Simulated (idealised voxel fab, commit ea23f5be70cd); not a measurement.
Presented below is a process module, voxel fin reveal.
Cross-section cut spans 265 nm and uses square cells 5 nm in size.
The cross-sections in this document take the form of a grid made of square cells. They are written out as bands, in order from top to bottom. Each band consists of one or more rows of cells.
The band entry comprises the height of the band's top followed by the height of its bottom, expressed in nm, and subsequently the band's materials from left to right, each stated together with its width in nm. Where a single material is marked with the word "everywhere", that material fills the band from edge to edge. The word "empty" represents empty space.
For the purposes of this specification, 0 denotes the height below which the wafer in its as-received condition is composed wholly of one material, and the lowermost band, lacking a lower limit, extends downward without end, as expressed in "0 and below".
Think of "30..40" as a width that walks from the first number to the second as you go down the band, top row to bottom row, taking equal-sized steps from row to row.
Reading "nothing got changed" for a step: not a cell of the cross-section changed in it.
The entry titled "Unvented voids" provides the empty spaces that have no open way to the top, restricted to those of 8 cells or more. Each is presented as width x height at distance, the distance being measured from the left edge, with all three in nm.
Anything after a step's settings on that line? It's the simulator's own note about the step.
overlay nm: for a step with a mask, the amount by which the mask lay right of where it was planned; a negative amount means left of it.
Structure of the following material. The material consists of pairs of cross-sections. Each pair comprises the cross-section before one process step and the cross-section after that step, the latter shown only down to the lowest band that changed. The step between the cross-sections is specified beneath each pair, including its settings. Pairs are not necessarily consecutive: they may derive from different runs of this module performed on the same starting wafer. Continuity with the pair above is to be assumed only where the entry headed "Before this step" of the pair in question states it.

Before this step:
    0 and below | Si everywhere
    Unvented voids: none

Sectional Result:
    5 down to 0 | SiN everywhere
    Below a height of 0, the structure has not been altered.
    Unvented voids: none
For reference, the processing step occurring between the two cross-sections presented above is as follows: CONFORMAL_DEP with material SiN, thk nm 5

Before this step: same picture as after in the pair right above, so we don't repeat it.

Sectional Result:
    20 down to 5 | empty: 55; resist: 15; empty: 30; resist: 15; empty: 30; resist: 15; empty: 30; resist: 15; empty: 60
    Below a height of 5, the structure has not been altered.
    Unvented voids: none
For reference, the processing step occurring between the two cross-sections presented above is as follows: PATTERN with tone cover, mask id FINS, material resist, width nm 15, pitch nm 45, thk nm 15, overlay nm 0

Before this step: same picture as after in the pair right above, so we don't repeat it.

Sectional Result:
    20 down to 5 | empty: 55; resist: 15; empty: 30; resist: 15; empty: 30; resist: 15; empty: 30; resist: 15; empty: 60
    5 down to 0 | empty: 55; SiN: 15; empty: 30; SiN: 15; empty: 30; SiN: 15; empty: 30; SiN: 15; empty: 60
    Below a height of 0, the structure has not been altered.
    Unvented voids: none
For reference, the processing step occurring between the two cross-sections presented above is as follows: DIRECTIONAL_ETCH with etch materials SiN, depth nm 5

Before this step: same picture as after in the pair right above, so we don't repeat it.

Sectional Result:
    20 down to 5 | empty: 55; resist: 15; empty: 30; resist: 15; empty: 30; resist: 15; empty: 30; resist: 15; empty: 60
    5 down to 0 | empty: 55; SiN: 15; empty: 30; SiN: 15; empty: 30; SiN: 15; empty: 30; SiN: 15; empty: 60
    0 down to -30 | empty: 55; Si: 15; empty: 30; Si: 15; empty: 30; Si: 15; empty: 30; Si: 15; empty: 60
    Below a height of -30, the structure has not been altered.
    Unvented voids: none
For reference, the processing step occurring between the two cross-sections presented above is as follows: DIRECTIONAL_ETCH with etch materials Si, depth nm 30

Before this step: same picture as after in the pair right above, so we don't repeat it.

Sectional Result:
    5 down to 0 | empty: 55; SiN: 15; empty: 30; SiN: 15; empty: 30; SiN: 15; empty: 30; SiN: 15; empty: 60
    Below a height of 0, the structure has not been altered.
    Unvented voids: none
For reference, the processing step occurring between the two cross-sections presented above is as follows: STRIP with etch materials resist

Before this step: same picture as after in the pair right above, so we don't repeat it.

Sectional Result:
    5 down to 0 | empty: 55; SiN: 15; empty: 30; SiN: 15; empty: 30; SiN: 15; empty: 30; SiN: 15; empty: 60
    0 down to -30 | empty: 55; SiO2: 5; Si: 5; SiO2: 5; empty: 30; SiO2: 5; Si: 5; SiO2: 5; empty: 30; SiO2: 5; Si: 5; SiO2: 5; empty: 30; SiO2: 5; Si: 5; SiO2: 5; empty: 60
    -30 down to -35 | SiO2: 60; Si: 5; SiO2: 40; Si: 5; SiO2: 40; Si: 5; SiO2: 40; Si: 5; SiO2: 65
    Below a height of -35, the structure has not been altered.
    Unvented voids: none
For reference, the processing step occurring between the two cross-sections presented above is as follows: OXIDIZE with depth nm 5

Before this step: same picture as after in the pair right above, so we don't repeat it.

Sectional Result:
    20 down to 5 | SiO2 everywhere
    5 down to 0 | SiO2: 55; SiN: 15; SiO2: 30; SiN: 15; SiO2: 30; SiN: 15; SiO2: 30; SiN: 15; SiO2: 60
    0 down to -35 | SiO2: 60; Si: 5; SiO2: 40; Si: 5; SiO2: 40; Si: 5; SiO2: 40; Si: 5; SiO2: 65
    Below a height of -35, the structure has not been altered.
    Unvented voids: none
For reference, the processing step occurring between the two cross-sections presented above is as follows: FILL_DEP with material SiO2, thk nm 15

Before this step: same picture as after in the pair right above, so we don't repeat it.

Sectional Result:
    5 down to 0 | SiO2: 55; SiN: 15; SiO2: 30; SiN: 15; SiO2: 30; SiN: 15; SiO2: 30; SiN: 15; SiO2: 60
    Below a height of 0, the structure has not been altered.
    Unvented voids: none
For reference, the processing step occurring between the two cross-sections presented above is as follows: CMP with height nm 5

Before this step: same picture as after in the pair right above, so we don't repeat it.

Sectional Result:
    5 down to 0 | empty: 55; SiN: 15; empty: 30; SiN: 15; empty: 30; SiN: 15; empty: 30; SiN: 15; empty: 60
    0 down to -10 | empty: 60; Si: 5; empty: 40; Si: 5; empty: 40; Si: 5; empty: 40; Si: 5; empty: 65
    Below a height of -10, the structure has not been altered.
    Unvented voids: none
For reference, the processing step occurring between the two cross-sections presented above is as follows: SELECTIVE_ETCH with etch materials SiO2, depth nm 15

Before this step: same picture as after in the pair right above, so we don't repeat it.

Sectional Result:
    0 down to -10 | empty: 60; Si: 5; empty: 40; Si: 5; empty: 40; Si: 5; empty: 40; Si: 5; empty: 65
    Below a height of -10, the structure has not been altered.
    Unvented voids: none
For reference, the processing step occurring between the two cross-sections presented above is as follows: STRIP with etch materials SiN

Before this step: same picture as after in the pair right above, so we don't repeat it.

Sectional Result:
    5 down to 0 | empty: 55; SiO2: 15; empty: 30; SiO2: 15; empty: 30; SiO2: 15; empty: 30; SiO2: 15; empty: 60
    0 down to -5 | empty: 55; SiO2: 5; Si: 5; SiO2: 5; empty: 30; SiO2: 5; Si: 5; SiO2: 5; empty: 30; SiO2: 5; Si: 5; SiO2: 5; empty: 30; SiO2: 5; Si: 5; SiO2: 5; empty: 60
    -5 down to -35 | SiO2: 60; Si: 5; SiO2: 40; Si: 5; SiO2: 40; Si: 5; SiO2: 40; Si: 5; SiO2: 65
    Below a height of -35, the structure has not been altered.
    Unvented voids: none
For reference, the processing step occurring between the two cross-sections presented above is as follows: CONFORMAL_DEP with material SiO2, thk nm 5

Before this step:
    20 down to 5 | empty: 55; resist: 15; empty: 30; resist: 15; empty: 30; resist: 15; empty: 30; resist: 15; empty: 60
    5 down to 0 | empty: 55; SiN: 15; empty: 30; SiN: 15; empty: 30; SiN: 15; empty: 30; SiN: 15; empty: 60
    0 down to -30 | empty: 55; Si: 15; empty: 30; Si: 15; empty: 30; Si: 15; empty: 30; Si: 15; empty: 60
    -30 and below | Si everywhere
    Unvented voids: none

Sectional Result:
    20 down to 5 | empty: 55; resist: 15; empty: 30; resist: 15; empty: 30; resist: 15; empty: 30; resist: 15; empty: 60
    5 down to 0 | empty: 55; SiN: 15; empty: 30; SiN: 15; empty: 30; SiN: 15; empty: 30; SiN: 15; empty: 60
    0 down to -60 | empty: 55; Si: 15; empty: 30; Si: 15; empty: 30; Si: 15; empty: 30; Si: 15; empty: 60
    Below a height of -60, the structure has not been altered.
    Unvented voids: none
For reference, the processing step occurring between the two cross-sections presented above is as follows: DIRECTIONAL_ETCH with etch materials Si, depth nm 30

Before this step: same picture as after in the pair right above, so we don't repeat it.

Sectional Result:
    5 down to 0 | empty: 55; SiN: 15; empty: 30; SiN: 15; empty: 30; SiN: 15; empty: 30; SiN: 15; empty: 60
    Below a height of 0, the structure has not been altered.
    Unvented voids: none
For reference, the processing step occurring between the two cross-sections presented above is as follows: STRIP with etch materials resist

Before this step: same picture as after in the pair right above, so we don't repeat it.

Sectional Result:
    5 down to 0 | empty: 55; SiN: 15; empty: 30; SiN: 15; empty: 30; SiN: 15; empty: 30; SiN: 15; empty: 60
    0 down to -60 | empty: 55; SiO2: 5; Si: 5; SiO2: 5; empty: 30; SiO2: 5; Si: 5; SiO2: 5; empty: 30; SiO2: 5; Si: 5; SiO2: 5; empty: 30; SiO2: 5; Si: 5; SiO2: 5; empty: 60
    -60 down to -65 | SiO2: 60; Si: 5; SiO2: 40; Si: 5; SiO2: 40; Si: 5; SiO2: 40; Si: 5; SiO2: 65
    Below a height of -65, the structure has not been altered.
    Unvented voids: none
For reference, the processing step occurring between the two cross-sections presented above is as follows: OXIDIZE with depth nm 5

Before this step: same picture as after in the pair right above, so we don't repeat it.

Sectional Result:
    20 down to 5 | SiO2 everywhere
    5 down to 0 | SiO2: 55; SiN: 15; SiO2: 30; SiN: 15; SiO2: 30; SiN: 15; SiO2: 30; SiN: 15; SiO2: 60
    0 down to -65 | SiO2: 60; Si: 5; SiO2: 40; Si: 5; SiO2: 40; Si: 5; SiO2: 40; Si: 5; SiO2: 65
    Below a height of -65, the structure has not been altered.
    Unvented voids: none
For reference, the processing step occurring between the two cross-sections presented above is as follows: FILL_DEP with material SiO2, thk nm 15

Before this step: same picture as after in the pair right above, so we don't repeat it.

Sectional Result:
    5 down to 0 | SiO2: 55; SiN: 15; SiO2: 30; SiN: 15; SiO2: 30; SiN: 15; SiO2: 30; SiN: 15; SiO2: 60
    Below a height of 0, the structure has not been altered.
    Unvented voids: none
For reference, the processing step occurring between the two cross-sections presented above is as follows: CMP with height nm 5

Before this step: same picture as after in the pair right above, so we don't repeat it.

Sectional Result:
    5 down to 0 | empty: 55; SiN: 15; empty: 30; SiN: 15; empty: 30; SiN: 15; empty: 30; SiN: 15; empty: 60
    0 down to -10 | empty: 60; Si: 5; empty: 40; Si: 5; empty: 40; Si: 5; empty: 40; Si: 5; empty: 65
    Below a height of -10, the structure has not been altered.
    Unvented voids: none
For reference, the processing step occurring between the two cross-sections presented above is as follows: SELECTIVE_ETCH with etch materials SiO2, depth nm 15

Before this step: same picture as after in the pair right above, so we don't repeat it.

Sectional Result:
    0 down to -10 | empty: 60; Si: 5; empty: 40; Si: 5; empty: 40; Si: 5; empty: 40; Si: 5; empty: 65
    Below a height of -10, the structure has not been altered.
    Unvented voids: none
For reference, the processing step occurring between the two cross-sections presented above is as follows: STRIP with etch materials SiN

Before this step: same picture as after in the pair right above, so we don't repeat it.

Sectional Result:
    5 down to 0 | empty: 55; SiO2: 15; empty: 30; SiO2: 15; empty: 30; SiO2: 15; empty: 30; SiO2: 15; empty: 60
    0 down to -5 | empty: 55; SiO2: 5; Si: 5; SiO2: 5; empty: 30; SiO2: 5; Si: 5; SiO2: 5; empty: 30; SiO2: 5; Si: 5; SiO2: 5; empty: 30; SiO2: 5; Si: 5; SiO2: 5; empty: 60
    -5 down to -65 | SiO2: 60; Si: 5; SiO2: 40; Si: 5; SiO2: 40; Si: 5; SiO2: 40; Si: 5; SiO2: 65
    Below a height of -65, the structure has not been altered.
    Unvented voids: none
For reference, the processing step occurring between the two cross-sections presented above is as follows: CONFORMAL_DEP with material SiO2, thk nm 5

Before this step:
    5 down to 0 | SiO2: 55; SiN: 15; SiO2: 30; SiN: 15; SiO2: 30; SiN: 15; SiO2: 30; SiN: 15; SiO2: 60
    0 down to -35 | SiO2: 60; Si: 5; SiO2: 40; Si: 5; SiO2: 40; Si: 5; SiO2: 40; Si: 5; SiO2: 65
    -35 and below | Si everywhere
    Unvented voids: none

Sectional Result:
    5 down to 0 | SiO2: 55; empty: 15; SiO2: 30; empty: 15; SiO2: 30; empty: 15; SiO2: 30; empty: 15; SiO2: 60
    Below a height of 0, the structure has not been altered.
    Unvented voids: none
For reference, the processing step occurring between the two cross-sections presented above is as follows: STRIP with etch materials SiN

Before this step: same picture as after in the pair right above, so we don't repeat it.

Sectional Result:
    0 down to -10 | empty: 60; Si: 5; empty: 40; Si: 5; empty: 40; Si: 5; empty: 40; Si: 5; empty: 65
    -10 down to -15 | SiO2: 40; empty: 20; Si: 5; empty: 40; Si: 5; empty: 40; Si: 5; empty: 40; Si: 5; empty: 20; SiO2: 45
    Below a height of -15, the structure has not been altered.
    Unvented voids: none
For reference, the processing step occurring between the two cross-sections presented above is as follows: SELECTIVE_ETCH with etch materials SiO2, depth nm 15

Before this step: same picture as after in the pair right above, so we don't repeat it.

Sectional Result:
    5 down to 0 | empty: 55; SiO2: 15; empty: 30; SiO2: 15; empty: 30; SiO2: 15; empty: 30; SiO2: 15; empty: 60
    0 down to -5 | empty: 55; SiO2: 5; Si: 5; SiO2: 5; empty: 30; SiO2: 5; Si: 5; SiO2: 5; empty: 30; SiO2: 5; Si: 5; SiO2: 5; empty: 30; SiO2: 5; Si: 5; SiO2: 5; empty: 60
    -5 down to -10 | SiO2: 45; empty: 10; SiO2: 5; Si: 5; SiO2: 5; empty: 30; SiO2: 5; Si: 5; SiO2: 5; empty: 30; SiO2: 5; Si: 5; SiO2: 5; empty: 30; SiO2: 5; Si: 5; SiO2: 5; empty: 10; SiO2: 50
    -10 down to -35 | SiO2: 60; Si: 5; SiO2: 40; Si: 5; SiO2: 40; Si: 5; SiO2: 40; Si: 5; SiO2: 65
    Below a height of -35, the structure has not been altered.
    Unvented voids: none
For reference, the processing step occurring between the two cross-sections presented above is as follows: CONFORMAL_DEP with material SiO2, thk nm 5

Before this step:
    5 down to 0 | SiO2: 55; SiN: 15; SiO2: 30; SiN: 15; SiO2: 30; SiN: 15; SiO2: 30; SiN: 15; SiO2: 60
    0 down to -35 | SiO2: 60; Si: 5; SiO2: 40; Si: 5; SiO2: 40; Si: 5; SiO2: 40; Si: 5; SiO2: 65
    -35 and below | Si everywhere
    Unvented voids: none

Sectional Result:
    5 down to 0 | empty: 55; SiN: 15; empty: 30; SiN: 15; empty: 30; SiN: 15; empty: 30; SiN: 15; empty: 60
    0 down to -20 | empty: 60; Si: 5; empty: 40; Si: 5; empty: 40; Si: 5; empty: 40; Si: 5; empty: 65
    Below a height of -20, the structure has not been altered.
    Unvented voids: none
For reference, the processing step occurring between the two cross-sections presented above is as follows: SELECTIVE_ETCH with etch materials SiO2, depth nm 25

Before this step: same picture as after in the pair right above, so we don't repeat it.

Sectional Result:
    0 down to -20 | empty: 60; Si: 5; empty: 40; Si: 5; empty: 40; Si: 5; empty: 40; Si: 5; empty: 65
    Below a height of -20, the structure has not been altered.
    Unvented voids: none
For reference, the processing step occurring between the two cross-sections presented above is as follows: STRIP with etch materials SiN

Before this step: same picture as after in the pair right above, so we don't repeat it.

Sectional Result:
    5 down to 0 | empty: 55; SiO2: 15; empty: 30; SiO2: 15; empty: 30; SiO2: 15; empty: 30; SiO2: 15; empty: 60
    0 down to -15 | empty: 55; SiO2: 5; Si: 5; SiO2: 5; empty: 30; SiO2: 5; Si: 5; SiO2: 5; empty: 30; SiO2: 5; Si: 5; SiO2: 5; empty: 30; SiO2: 5; Si: 5; SiO2: 5; empty: 60
    -15 down to -35 | SiO2: 60; Si: 5; SiO2: 40; Si: 5; SiO2: 40; Si: 5; SiO2: 40; Si: 5; SiO2: 65
    Below a height of -35, the structure has not been altered.
    Unvented voids: none
For reference, the processing step occurring between the two cross-sections presented above is as follows: CONFORMAL_DEP with material SiO2, thk nm 5

Before this step:
    5 down to 0 | SiN everywhere
    0 and below | Si everywhere
    Unvented voids: none

Sectional Result:
    20 down to 5 | empty: 55; resist: 20; empty: 25; resist: 20; empty: 25; resist: 20; empty: 25; resist: 20; empty: 55
    Below a height of 5, the structure has not been altered.
    Unvented voids: none
For reference, the processing step occurring between the two cross-sections presented above is as follows: PATTERN with tone cover, mask id FINS, material resist, width nm 20, pitch nm 45, thk nm 15, overlay nm 0

Before this step: same picture as after in the pair right above, so we don't repeat it.

Sectional Result:
    20 down to 5 | empty: 55; resist: 20; empty: 25; resist: 20; empty: 25; resist: 20; empty: 25; resist: 20; empty: 55
    5 down to 0 | empty: 55; SiN: 20; empty: 25; SiN: 20; empty: 25; SiN: 20; empty: 25; SiN: 20; empty: 55
    Below a height of 0, the structure has not been altered.
    Unvented voids: none
For reference, the processing step occurring between the two cross-sections presented above is as follows: DIRECTIONAL_ETCH with etch materials SiN, depth nm 5

Before this step: same picture as after in the pair right above, so we don't repeat it.

Sectional Result:
    20 down to 5 | empty: 55; resist: 20; empty: 25; resist: 20; empty: 25; resist: 20; empty: 25; resist: 20; empty: 55
    5 down to 0 | empty: 55; SiN: 20; empty: 25; SiN: 20; empty: 25; SiN: 20; empty: 25; SiN: 20; empty: 55
    0 down to -30 | empty: 55; Si: 20; empty: 25; Si: 20; empty: 25; Si: 20; empty: 25; Si: 20; empty: 55
    Below a height of -30, the structure has not been altered.
    Unvented voids: none
For reference, the processing step occurring between the two cross-sections presented above is as follows: DIRECTIONAL_ETCH with etch materials Si, depth nm 30

Before this step: same picture as after in the pair right above, so we don't repeat it.

Sectional Result:
    5 down to 0 | empty: 55; SiN: 20; empty: 25; SiN: 20; empty: 25; SiN: 20; empty: 25; SiN: 20; empty: 55
    Below a height of 0, the structure has not been altered.
    Unvented voids: none
For reference, the processing step occurring between the two cross-sections presented above is as follows: STRIP with etch materials resist

Before this step: same picture as after in the pair right above, so we don't repeat it.

Sectional Result:
    5 down to 0 | empty: 55; SiN: 20; empty: 25; SiN: 20; empty: 25; SiN: 20; empty: 25; SiN: 20; empty: 55
    0 down to -30 | empty: 55; SiO2: 5; Si: 10; SiO2: 5; empty: 25; SiO2: 5; Si: 10; SiO2: 5; empty: 25; SiO2: 5; Si: 10; SiO2: 5; empty: 25; SiO2: 5; Si: 10; SiO2: 5; empty: 55
    -30 down to -35 | SiO2: 60; Si: 10; SiO2: 35; Si: 10; SiO2: 35; Si: 10; SiO2: 35; Si: 10; SiO2: 60
    Below a height of -35, the structure has not been altered.
    Unvented voids: none
For reference, the processing step occurring between the two cross-sections presented above is as follows: OXIDIZE with depth nm 5

Before this step: same picture as after in the pair right above, so we don't repeat it.

Sectional Result:
    20 down to 5 | SiO2 everywhere
    5 down to 0 | SiO2: 55; SiN: 20; SiO2: 25; SiN: 20; SiO2: 25; SiN: 20; SiO2: 25; SiN: 20; SiO2: 55
    0 down to -35 | SiO2: 60; Si: 10; SiO2: 35; Si: 10; SiO2: 35; Si: 10; SiO2: 35; Si: 10; SiO2: 60
    Below a height of -35, the structure has not been altered.
    Unvented voids: none
For reference, the processing step occurring between the two cross-sections presented above is as follows: FILL_DEP with material SiO2, thk nm 15

Before this step: same picture as after in the pair right above, so we don't repeat it.

Sectional Result:
    5 down to 0 | SiO2: 55; SiN: 20; SiO2: 25; SiN: 20; SiO2: 25; SiN: 20; SiO2: 25; SiN: 20; SiO2: 55
    Below a height of 0, the structure has not been altered.
    Unvented voids: none
For reference, the processing step occurring between the two cross-sections presented above is as follows: CMP with height nm 5

Before this step: same picture as after in the pair right above, so we don't repeat it.

Sectional Result:
    5 down to 0 | empty: 55; SiN: 20; empty: 25; SiN: 20; empty: 25; SiN: 20; empty: 25; SiN: 20; empty: 55
    0 down to -10 | empty: 60; Si: 10; empty: 35; Si: 10; empty: 35; Si: 10; empty: 35; Si: 10; empty: 60
    Below a height of -10, the structure has not been altered.
    Unvented voids: none
For reference, the processing step occurring between the two cross-sections presented above is as follows: SELECTIVE_ETCH with etch materials SiO2, depth nm 15

Before this step: same picture as after in the pair right above, so we don't repeat it.

Sectional Result:
    0 down to -10 | empty: 60; Si: 10; empty: 35; Si: 10; empty: 35; Si: 10; empty: 35; Si: 10; empty: 60
    Below a height of -10, the structure has not been altered.
    Unvented voids: none
For reference, the processing step occurring between the two cross-sections presented above is as follows: STRIP with etch materials SiN

Before this step: same picture as after in the pair right above, so we don't repeat it.

Sectional Result:
    5 down to 0 | empty: 55; SiO2: 20; empty: 25; SiO2: 20; empty: 25; SiO2: 20; empty: 25; SiO2: 20; empty: 55
    0 down to -5 | empty: 55; SiO2: 5; Si: 10; SiO2: 5; empty: 25; SiO2: 5; Si: 10; SiO2: 5; empty: 25; SiO2: 5; Si: 10; SiO2: 5; empty: 25; SiO2: 5; Si: 10; SiO2: 5; empty: 55
    -5 down to -35 | SiO2: 60; Si: 10; SiO2: 35; Si: 10; SiO2: 35; Si: 10; SiO2: 35; Si: 10; SiO2: 60
    Below a height of -35, the structure has not been altered.
    Unvented voids: none
For reference, the processing step occurring between the two cross-sections presented above is as follows: CONFORMAL_DEP with material SiO2, thk nm 5

Before this step:
    5 down to 0 | SiN everywhere
    0 and below | Si everywhere
    Unvented voids: none

Sectional Result:
    20 down to 5 | empty: 45; resist: 15; empty: 30; resist: 15; empty: 30; resist: 15; empty: 30; resist: 15; empty: 70
    Below a height of 5, the structure has not been altered.
    Unvented voids: none
For reference, the processing step occurring between the two cross-sections presented above is as follows: PATTERN with tone cover, mask id FINS, material resist, width nm 15, pitch nm 45, thk nm 15, overlay nm -10

Before this step: same picture as after in the pair right above, so we don't repeat it.

Sectional Result:
    20 down to 5 | empty: 45; resist: 15; empty: 30; resist: 15; empty: 30; resist: 15; empty: 30; resist: 15; empty: 70
    5 down to 0 | empty: 45; SiN: 15; empty: 30; SiN: 15; empty: 30; SiN: 15; empty: 30; SiN: 15; empty: 70
    Below a height of 0, the structure has not been altered.
    Unvented voids: none
For reference, the processing step occurring between the two cross-sections presented above is as follows: DIRECTIONAL_ETCH with etch materials SiN, depth nm 5

Before this step: same picture as after in the pair right above, so we don't repeat it.

Sectional Result:
    20 down to 5 | empty: 45; resist: 15; empty: 30; resist: 15; empty: 30; resist: 15; empty: 30; resist: 15; empty: 70
    5 down to 0 | empty: 45; SiN: 15; empty: 30; SiN: 15; empty: 30; SiN: 15; empty: 30; SiN: 15; empty: 70
    0 down to -30 | empty: 45; Si: 15; empty: 30; Si: 15; empty: 30; Si: 15; empty: 30; Si: 15; empty: 70
    Below a height of -30, the structure has not been altered.
    Unvented voids: none
For reference, the processing step occurring between the two cross-sections presented above is as follows: DIRECTIONAL_ETCH with etch materials Si, depth nm 30

Before this step: same picture as after in the pair right above, so we don't repeat it.

Sectional Result:
    5 down to 0 | empty: 45; SiN: 15; empty: 30; SiN: 15; empty: 30; SiN: 15; empty: 30; SiN: 15; empty: 70
    Below a height of 0, the structure has not been altered.
    Unvented voids: none
For reference, the processing step occurring between the two cross-sections presented above is as follows: STRIP with etch materials resist

Before this step: same picture as after in the pair right above, so we don't repeat it.

Sectional Result:
    5 down to 0 | empty: 45; SiN: 15; empty: 30; SiN: 15; empty: 30; SiN: 15; empty: 30; SiN: 15; empty: 70
    0 down to -30 | empty: 45; SiO2: 5; Si: 5; SiO2: 5; empty: 30; SiO2: 5; Si: 5; SiO2: 5; empty: 30; SiO2: 5; Si: 5; SiO2: 5; empty: 30; SiO2: 5; Si: 5; SiO2: 5; empty: 70
    -30 down to -35 | SiO2: 50; Si: 5; SiO2: 40; Si: 5; SiO2: 40; Si: 5; SiO2: 40; Si: 5; SiO2: 75
    Below a height of -35, the structure has not been altered.
    Unvented voids: none
For reference, the processing step occurring between the two cross-sections presented above is as follows: OXIDIZE with depth nm 5

Before this step: same picture as after in the pair right above, so we don't repeat it.

Sectional Result:
    20 down to 5 | SiO2 everywhere
    5 down to 0 | SiO2: 45; SiN: 15; SiO2: 30; SiN: 15; SiO2: 30; SiN: 15; SiO2: 30; SiN: 15; SiO2: 70
    0 down to -35 | SiO2: 50; Si: 5; SiO2: 40; Si: 5; SiO2: 40; Si: 5; SiO2: 40; Si: 5; SiO2: 75
    Below a height of -35, the structure has not been altered.
    Unvented voids: none
For reference, the processing step occurring between the two cross-sections presented above is as follows: FILL_DEP with material SiO2, thk nm 15

Before this step: same picture as after in the pair right above, so we don't repeat it.

Sectional Result:
    5 down to 0 | SiO2: 45; SiN: 15; SiO2: 30; SiN: 15; SiO2: 30; SiN: 15; SiO2: 30; SiN: 15; SiO2: 70
    Below a height of 0, the structure has not been altered.
    Unvented voids: none
For reference, the processing step occurring between the two cross-sections presented above is as follows: CMP with height nm 5

Before this step: same picture as after in the pair right above, so we don't repeat it.

Sectional Result:
    5 down to 0 | empty: 45; SiN: 15; empty: 30; SiN: 15; empty: 30; SiN: 15; empty: 30; SiN: 15; empty: 70
    0 down to -10 | empty: 50; Si: 5; empty: 40; Si: 5; empty: 40; Si: 5; empty: 40; Si: 5; empty: 75
    Below a height of -10, the structure has not been altered.
    Unvented voids: none
For reference, the processing step occurring between the two cross-sections presented above is as follows: SELECTIVE_ETCH with etch materials SiO2, depth nm 15

Before this step: same picture as after in the pair right above, so we don't repeat it.

Sectional Result:
    0 down to -10 | empty: 50; Si: 5; empty: 40; Si: 5; empty: 40; Si: 5; empty: 40; Si: 5; empty: 75
    Below a height of -10, the structure has not been altered.
    Unvented voids: none
For reference, the processing step occurring between the two cross-sections presented above is as follows: STRIP with etch materials SiN

Before this step: same picture as after in the pair right above, so we don't repeat it.

Sectional Result:
    5 down to 0 | empty: 45; SiO2: 15; empty: 30; SiO2: 15; empty: 30; SiO2: 15; empty: 30; SiO2: 15; empty: 70
    0 down to -5 | empty: 45; SiO2: 5; Si: 5; SiO2: 5; empty: 30; SiO2: 5; Si: 5; SiO2: 5; empty: 30; SiO2: 5; Si: 5; SiO2: 5; empty: 30; SiO2: 5; Si: 5; SiO2: 5; empty: 70
    -5 down to -35 | SiO2: 50; Si: 5; SiO2: 40; Si: 5; SiO2: 40; Si: 5; SiO2: 40; Si: 5; SiO2: 75
    Below a height of -35, the structure has not been altered.
    Unvented voids: none
For reference, the processing step occurring between the two cross-sections presented above is as follows: CONFORMAL_DEP with material SiO2, thk nm 5

Before this step:
    5 down to 0 | empty: 55; SiN: 15; empty: 30; SiN: 15; empty: 30; SiN: 15; empty: 30; SiN: 15; empty: 60
    0 down to -10 | empty: 60; Si: 5; empty: 40; Si: 5; empty: 40; Si: 5; empty: 40; Si: 5; empty: 65
    -10 down to -35 | SiO2: 60; Si: 5; SiO2: 40; Si: 5; SiO2: 40; Si: 5; SiO2: 40; Si: 5; SiO2: 65
    -35 and below | Si everywhere
    Unvented voids: none

Sectional Result:
    5 down to 0 | empty: 55; SiN: 15; empty: 30; SiN: 15; empty: 30; SiN: 15; empty: 30; SiN: 15; empty: 60
    0 down to -35 | empty: 60; Si: 5; empty: 40; Si: 5; empty: 40; Si: 5; empty: 40; Si: 5; empty: 65
    Below a height of -35, the structure has not been altered.
    Unvented voids: none
For reference, the processing step occurring between the two cross-sections presented above is as follows: STRIP with etch materials SiO2

Before this step: same picture as after in the pair right above, so we don't repeat it.

Sectional Result:
    10 down to 5 | empty: 50; SiO2: 25; empty: 20; SiO2: 25; empty: 20; SiO2: 25; empty: 20; SiO2: 25; empty: 55
    5 down to 0 | empty: 50; SiO2: 5; SiN: 15; SiO2: 5; empty: 20; SiO2: 5; SiN: 15; SiO2: 5; empty: 20; SiO2: 5; SiN: 15; SiO2: 5; empty: 20; SiO2: 5; SiN: 15; SiO2: 5; empty: 55
    0 down to -5 | empty: 50; SiO2: 10; Si: 5; SiO2: 10; empty: 20; SiO2: 10; Si: 5; SiO2: 10; empty: 20; SiO2: 10; Si: 5; SiO2: 10; empty: 20; SiO2: 10; Si: 5; SiO2: 10; empty: 55
    -5 down to -30 | empty: 55; SiO2: 5; Si: 5; SiO2: 5; empty: 30; SiO2: 5; Si: 5; SiO2: 5; empty: 30; SiO2: 5; Si: 5; SiO2: 5; empty: 30; SiO2: 5; Si: 5; SiO2: 5; empty: 60
    -30 down to -35 | SiO2: 60; Si: 5; SiO2: 40; Si: 5; SiO2: 40; Si: 5; SiO2: 40; Si: 5; SiO2: 65
    Below a height of -35, the structure has not been altered.
    Unvented voids: none
For reference, the processing step occurring between the two cross-sections presented above is as follows: CONFORMAL_DEP with material SiO2, thk nm 5

Before this step:
    5 down to 0 | SiN everywhere
    0 and below | Si everywhere
    Unvented voids: none

Sectional Result:
    20 down to 5 | resist: 55; empty: 15; resist: 30; empty: 15; resist: 30; empty: 15; resist: 30; empty: 15; resist: 60
    Below a height of 5, the structure has not been altered.
    Unvented voids: none
For reference, the processing step occurring between the two cross-sections presented above is as follows: PATTERN with tone open, mask id FINS, material resist, width nm 15, pitch nm 45, thk nm 15, overlay nm 0

Before this step: same picture as after in the pair right above, so we don't repeat it.

Sectional Result:
    20 down to 5 | resist: 55; empty: 15; resist: 30; empty: 15; resist: 30; empty: 15; resist: 30; empty: 15; resist: 60
    5 down to 0 | SiN: 55; empty: 15; SiN: 30; empty: 15; SiN: 30; empty: 15; SiN: 30; empty: 15; SiN: 60
    Below a height of 0, the structure has not been altered.
    Unvented voids: none
For reference, the processing step occurring between the two cross-sections presented above is as follows: DIRECTIONAL_ETCH with etch materials SiN, depth nm 5

Before this step: same picture as after in the pair right above, so we don't repeat it.

Sectional Result:
    20 down to 5 | resist: 55; empty: 15; resist: 30; empty: 15; resist: 30; empty: 15; resist: 30; empty: 15; resist: 60
    5 down to 0 | SiN: 55; empty: 15; SiN: 30; empty: 15; SiN: 30; empty: 15; SiN: 30; empty: 15; SiN: 60
    0 down to -30 | Si: 55; empty: 15; Si: 30; empty: 15; Si: 30; empty: 15; Si: 30; empty: 15; Si: 60
    Below a height of -30, the structure has not been altered.
    Unvented voids: none
For reference, the processing step occurring between the two cross-sections presented above is as follows: DIRECTIONAL_ETCH with etch materials Si, depth nm 30

Before this step: same picture as after in the pair right above, so we don't repeat it.

Sectional Result:
    5 down to 0 | SiN: 55; empty: 15; SiN: 30; empty: 15; SiN: 30; empty: 15; SiN: 30; empty: 15; SiN: 60
    Below a height of 0, the structure has not been altered.
    Unvented voids: none
For reference, the processing step occurring between the two cross-sections presented above is as follows: STRIP with etch materials resist
